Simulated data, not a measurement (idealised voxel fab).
Name of the process module below: voxel double patterning
Each square cell in cross-section cut measures 5 nm, and the section as a whole is 190 nm wide.
Square cells in a grid make up a cross-section in this document, and the grid is given as bands, listed from the top down, each one or more rows of cells. Band: top height; bottom height; in nm. Then, left to right: material with width in nm, for each material. "everywhere": a single material spanning edge to edge. "empty": empty space. Height reference: 0 = level under which incoming wafer is all one material. Lowest band: no bottom, runs on downward, e.g. "0 down". Quick explanation for "30..40": the width changes in equal steps down the rows of cells, from the first number in the band's top row to the second number in its bottom row. "remains unaltered" -> step changed no cross-section cell. Entry "Trapped cavities" = empty spaces >= 8 cells with no open way to the top; each as width x height at distance, distance from left edge, all nm. Post-settings text on a step line: simulator's own remark regarding the step. A step's line can hold "overlay nm"; with a mask on that step, the setting says how far right of the planned place the mask lay, while a negative setting says it lay to the left.
### This section lists the process steps that were planned
1. RECEIVE | material Si
2. CONFORMAL_DEP | material SiO2 | thk nm 10
3. DIRECTIONAL_DEP | material polySi | thk nm 5
4. DIRECTIONAL_DEP | material SiN | thk nm 5
5. DIRECTIONAL_DEP | material aC | thk nm 10
6. PATTERN | tone open | mask id FIRST | material resist | width nm 15 | pitch nm 50 | thk nm 30 | overlay nm 0
7. DIRECTIONAL_ETCH | etch materials aC | depth nm 10
8. STRIP | etch materials resist
9. DIRECTIONAL_ETCH | etch materials SiN | depth nm 5
10. STRIP | etch materials aC
11. MASKED_ETCH | tone open | mask id SECOND | width nm 15 | pitch nm 50 | etch materials SiN | depth nm 5 | overlay nm 0
12. DIRECTIONAL_ETCH | etch materials polySi | depth nm 15
13. STRIP | etch materials SiN
Among the wafers covered here, the point of difference is the thk nm at step 3; their starting state is shared, and the plan presents the value of the first wafer.
### The first of several wafers, as received after step 1, seen in section
- 0 down: Si everywhere
- Trapped cavities: none
### What follows is a table in which each wafer occupies a row; for the wafer as it stands at the close of the module, the row states, material by material, how many cells have been gained (+) or lost (-) since receipt, and then gives its closed voids
thk nm 5; +76 SiO2; +23 polySi; Trapped cavities: none
thk nm 10; +76 SiO2; +46 polySi; Trapped cavities: none
thk nm 15; +76 SiO2; +69 polySi; Trapped cavities: none
thk nm 20; +76 SiO2; +107 polySi; Trapped cavities: none
thk nm 25; +76 SiO2; +145 polySi; Trapped cavities: none
thk nm 30; +76 SiO2; +183 polySi; Trapped cavities: none
